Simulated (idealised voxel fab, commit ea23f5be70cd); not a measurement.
process module | voxel lift off
Pictured: cross-section cut, 175 nm wide, on a grid of 5 nm square cells.
Just so we're on the same page, the cross-sections are grids of square cells, and they're listed out in bands top to bottom, each band one or more rows deep.
Band: top and bottom heights (nm) first, top before bottom; then materials from left to right, widths in nm. "throughout" marks a sole material filling the band edge to edge. "blank" denotes empty space.
Ref level 0: as-received wafer is one material below here. Bottom band extends down with no lower bound ("0 -> down").
Width: "30->40" (first number = top row, second number = bottom row, same change from row to row of cells).
"everything unchanged" -> step changed no cross-section cell.
Voids not open to the top, 8 cells minimum: see "Enclosed cavity list". Written width x height at distance; distance is from the left edge; nm.
Note: text after step settings on the step line = simulator remark on that step.
Regarding "overlay nm": on a step with a mask, it is the distance the mask lay to the right of its planned place; a negative value places it to the left.

These are the steps we planned for the process
1 RECEIVE, material Si
2 CONFORMAL_DEP, material SiN, thk nm 10
3 PATTERN, tone open, mask id LINES, material resist, width nm 15, pitch nm 45, thk nm 20, overlay nm 0
4 DIRECTIONAL_DEP, material Ru, thk nm 10
5 STRIP, etch materials resist
6 CONFORMAL_DEP, material SiN, thk nm 5

Concerning the first of two wafers, which was run in accordance with the plan

Wafer cross-section on receipt, i.e. after step 1
> 0 -> down | Si throughout
> Enclosed cavity list: none

Sectional view: wafer, after step 2
> 10 -> 0 | SiN throughout
> For the remainder of the cross-section, below 0, there is no change.

Sectional view: wafer, after step 3
> 30 -> 10 | resist 35 nm  blank 15 nm  resist 30 nm  blank 15 nm  resist 30 nm  blank 15 nm  resist 35 nm
> For the remainder of the cross-section, below 10, there is no change.

Sectional view: wafer, after step 4
> 40 -> 30 | Ru 35 nm  blank 15 nm  Ru 30 nm  blank 15 nm  Ru 30 nm  blank 15 nm  Ru 35 nm
> 30 -> 20 | resist 35 nm  blank 15 nm  resist 30 nm  blank 15 nm  resist 30 nm  blank 15 nm  resist 35 nm
> 20 -> 10 | resist 35 nm  Ru 15 nm  resist 30 nm  Ru 15 nm  resist 30 nm  Ru 15 nm  resist 35 nm
> For the remainder of the cross-section, below 10, there is no change.

Sectional view: wafer, after step 5
> 20 -> 10 | blank 35 nm  Ru 15 nm  blank 30 nm  Ru 15 nm  blank 30 nm  Ru 15 nm  blank 35 nm
> For the remainder of the cross-section, below 10, there is no change.

Sectional view: wafer, after step 6
> 25 -> 20 | blank 30 nm  SiN 25 nm  blank 20 nm  SiN 25 nm  blank 20 nm  SiN 25 nm  blank 30 nm
> 20 -> 15 | blank 30 nm  SiN 5 nm  Ru 15 nm  SiN 5 nm  blank 20 nm  SiN 5 nm  Ru 15 nm  SiN 5 nm  blank 20 nm  SiN 5 nm  Ru 15 nm  SiN 5 nm  blank 30 nm
> 15 -> 10 | SiN 35 nm  Ru 15 nm  SiN 30 nm  Ru 15 nm  SiN 30 nm  Ru 15 nm  SiN 35 nm
> For the remainder of the cross-section, below 10, there is no change.

second wafer: like start, like plan, one mistake. Through step 3 it matches the first wafer

The second wafer cut through, at the time step 4 was supposed to be finished
> 45 -> 30 | Ru 35 nm  blank 15 nm  Ru 30 nm  blank 15 nm  Ru 30 nm  blank 15 nm  Ru 35 nm
> 30 -> 25 | resist 35 nm  blank 15 nm  resist 30 nm  blank 15 nm  resist 30 nm  blank 15 nm  resist 35 nm
> 25 -> 10 | resist 35 nm  Ru 15 nm  resist 30 nm  Ru 15 nm  resist 30 nm  Ru 15 nm  resist 35 nm
> For the remainder of the cross-section, below 10, there is no change.

The second wafer cut through, at the time step 5 was supposed to be finished
> 25 -> 10 | blank 35 nm  Ru 15 nm  blank 30 nm  Ru 15 nm  blank 30 nm  Ru 15 nm  blank 35 nm
> For the remainder of the cross-section, below 10, there is no change.

The second wafer cut through, at the time step 6 was supposed to be finished
> 30 -> 25 | blank 30 nm  SiN 25 nm  blank 20 nm  SiN 25 nm  blank 20 nm  SiN 25 nm  blank 30 nm
> 25 -> 15 | blank 30 nm  SiN 5 nm  Ru 15 nm  SiN 5 nm  blank 20 nm  SiN 5 nm  Ru 15 nm  SiN 5 nm  blank 20 nm  SiN 5 nm  Ru 15 nm  SiN 5 nm  blank 30 nm
> 15 -> 10 | SiN 35 nm  Ru 15 nm  SiN 30 nm  Ru 15 nm  SiN 30 nm  Ru 15 nm  SiN 35 nm
> For the remainder of the cross-section, below 10, there is no change.
Plan not followed: step 4 ran with different settings than intended, the actual operation and settings being DIRECTIONAL_DEP, material Ru, thk nm 15
End check, counted in cells, second wafer has more or fewer of these materials than the first: Ru +9, SiN +6
